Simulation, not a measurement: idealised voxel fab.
Process module heading - voxel released beams
cross-section cut | 290 nm wide | cells 5 nm
A cross-section in this document is a grid of square cells, and it is written down as bands, the top band listed before the ones below it; a band is made up of one or more rows of cells. The entry gives the band's vertical extent as a top height and a bottom height in nm, then its horizontal make-up as materials from left to right, each with a width in nm. "empty" stands for empty space; a single material marked "throughout" fills the band edge to edge. Heights are measured from 0, the level below which the as-received wafer is all one material; the lowest band has no bottom and continues downward, written as in "0 nm and below". A width given as "30 to 40" starts at the first number in the band's top row and ends at the second number in its bottom row, shifting by an equal amount at every step from row to row. "no modification" -> step changed no cross-section cell. "Fully closed voids": sealed empty spaces, 8 cells or more, no open way to top, listed width x height at distance, with distance from the left edge and width, height and distance in nm. Formally, on a step line, whatever follows the settings is a remark that the simulator itself makes on the step. The "overlay nm" setting may appear on a step's line; for a step that uses a mask, it gives how far to the right of its planned position the mask lay, and a negative value indicates the left.
List of planned process steps:
1 RECEIVE,material Si
2 CONFORMAL_DEP,material Al2O3,thk nm 10
3 DIRECTIONAL_DEP,material SiO2,thk nm 10
4 PATTERN,tone open,mask id ANCHOR,material resist,width nm 25,thk nm 20,overlay nm 0
5 DIRECTIONAL_ETCH,etch materials SiO2,depth nm 10
6 STRIP,etch materials resist
7 CONFORMAL_DEP,material SiN,thk nm 10
8 MASKED_ETCH,tone cover,mask id BEAM,width nm 80,etch materials SiN,depth nm 10,overlay nm 0
9 STRIP,etch materials SiO2
On the first of the two wafers: run conducted according to plan:
Delivered wafer in cross-section: state after step 1:
  0 nm and below | Si throughout
  Fully closed voids: none
Presented here is a cross-section of the wafer after step 2 has been performed:
  10 nm to 0 nm | Al2O3 throughout
  Rest of section, below 0: as before.
Presented here is a cross-section of the wafer after step 3 has been performed:
  20 nm to 10 nm | SiO2 throughout
  Rest of section, below 10: as before.
Presented here is a cross-section of the wafer after step 4 has been performed:
  40 nm to 20 nm | resist (105); empty (25); resist (160)
  Rest of section, below 20: as before.
Presented here is a cross-section of the wafer after step 5 has been performed:
  40 nm to 20 nm | resist (105); empty (25); resist (160)
  20 nm to 10 nm | SiO2 (105); empty (25); SiO2 (160)
  Rest of section, below 10: as before.
Presented here is a cross-section of the wafer after step 6 has been performed:
  20 nm to 10 nm | SiO2 (105); empty (25); SiO2 (160)
  Rest of section, below 10: as before.
Presented here is a cross-section of the wafer after step 7 has been performed:
  30 nm to 20 nm | SiN (115); empty (5); SiN (170)
  20 nm to 10 nm | SiO2 (105); SiN (25); SiO2 (160)
  Rest of section, below 10: as before.
Presented here is a cross-section of the wafer after step 8 has been performed:
  30 nm to 20 nm | empty (100); SiN (15); empty (5); SiN (60); empty (110)
  Rest of section, below 20: as before.
Presented here is a cross-section of the wafer after step 9 has been performed:
  30 nm to 20 nm | empty (100); SiN (15); empty (5); SiN (60); empty (110)
  20 nm to 10 nm | empty (105); SiN (25); empty (160)
  Rest of section, below 10: as before.
Here the second wafer is described. Its start and its plan were those of the first wafer. Its run contained one mistake. Up to and including step 5, it did exactly what the first wafer did:
Second wafer: cross-section at the scheduled end of step 6:
  20 nm to 10 nm | SiO2 (105); empty (25); SiO2 (160)
  Rest of section, below 10: as before.
Second wafer: cross-section at the scheduled end of step 7:
  30 nm to 20 nm | SiN (115); empty (5); SiN (170)
  20 nm to 10 nm | SiO2 (105); SiN (25); SiO2 (160)
  Rest of section, below 10: as before.
Second wafer: cross-section at the scheduled end of step 8:
  30 nm to 20 nm | empty (100); SiN (15); empty (5); SiN (60); empty (110)
  Rest of section, below 20: as before.
Second wafer: cross-section at the scheduled end of step 9:
  30 nm to 20 nm | empty (100); SiN (15); empty (5); SiN (60); empty (110)
  20 nm to 10 nm | empty (105); SiN (25); empty (160)
  Rest of section, below 10: as before.
Finding, execution versus plan: step 6 of the plan saw execution twice
The two wafers wind up with the same cross-section at the end, so whatever this model computes is the same despite the mistake.
